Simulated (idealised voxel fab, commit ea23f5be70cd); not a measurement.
process module | voxel self aligned vias
cross-section cut | 215 nm wide | cells 5 nm
A cross-section is a grid of square cells, given in bands from the top down. A band is one or more rows of cells.
Each band's line starts with the height of the band's top and of its bottom, in nm. Then come its materials from left to right, each with its width in nm. One material with "throughout" fills the band from edge to edge. "air" is empty space.
Height 0 is the level under which the wafer as received is all one material. The lowest band goes on downwards, as in "0 down".
A width such as "30 to 40" changes by the same amount from each row of cells to the next, from the band's top row to its bottom row.
"no change" after a step means that no cell of the cross-section changed.
closed voids: empty space of 8 cells or more with no open way to the top, each as width x height at its distance from the left edge, in nm
after a step's settings: what the simulator itself notes on the step
overlay nm, on a step with a mask: how far to the right of its planned place the mask lay; to the left if negative
plan
1 op RECEIVE | material Si
2 op CONFORMAL_DEP | material SiO2 | thk nm 10
3 op CONFORMAL_DEP | material SiCN | thk nm 5
4 op DIRECTIONAL_DEP | material SiO2 | thk nm 20
5 op DIRECTIONAL_DEP | material aC | thk nm 15
6 op PATTERN | tone open | mask id LINES | material resist | width nm 20 | pitch nm 60 | thk nm 30 | overlay nm 0
7 op DIRECTIONAL_ETCH | etch materials aC | depth nm 15
8 op STRIP | etch materials resist
9 op DIRECTIONAL_ETCH | etch materials SiO2 | depth nm 20
10 op STRIP | etch materials aC
11 op CONFORMAL_DEP | material TiN | thk nm 5
12 op FILL_DEP | material W | thk nm 10
13 op CMP | height nm 35
14 op SELECTIVE_ETCH | etch materials W Ru TiN | depth nm 10
15 op FILL_DEP | material SiN | thk nm 10
16 op CMP | height nm 35
17 op DIRECTIONAL_DEP | material SiO2 | thk nm 15
18 op DIRECTIONAL_DEP | material aC | thk nm 10
19 op PATTERN | tone open | mask id VIAS | material resist | width nm 30 | thk nm 30 | overlay nm 0
20 op DIRECTIONAL_ETCH | etch materials aC | depth nm 10
21 op STRIP | etch materials resist
22 op DIRECTIONAL_ETCH | etch materials SiO2 | depth nm 15
23 op DIRECTIONAL_ETCH | etch materials SiN | depth nm 10
24 op STRIP | etch materials aC
25 op CONFORMAL_DEP | material TiN | thk nm 5
26 op FILL_DEP | material W | thk nm 5
27 op CMP | height nm 50
28 op CONFORMAL_DEP | material SiN | thk nm 5
as received, after step 1
  0 down: Si throughout
  closed voids: none
a wafer at the end: this start, this plan, one mistake
  55 to 50: SiN throughout
  50 to 35: SiO2 60 | TiN 5 | W 20 | TiN 5 | SiO2 125
  35 to 30: SiN 60 | TiN 5 | W 20 | TiN 5 | SiN 125
  30 to 25: SiN 60 | TiN 30 | SiN 125
  25 to 10: SiO2 65 | TiN 5 | W 10 | TiN 5 | SiO2 40 | TiN 5 | W 10 | TiN 5 | SiO2 70
  10 to 5: SiO2 65 | TiN 20 | SiO2 40 | TiN 20 | SiO2 70
  5 to 0: SiCN throughout
  0 down: Si throughout
  closed voids: none
what went wrong: step 2 was left out
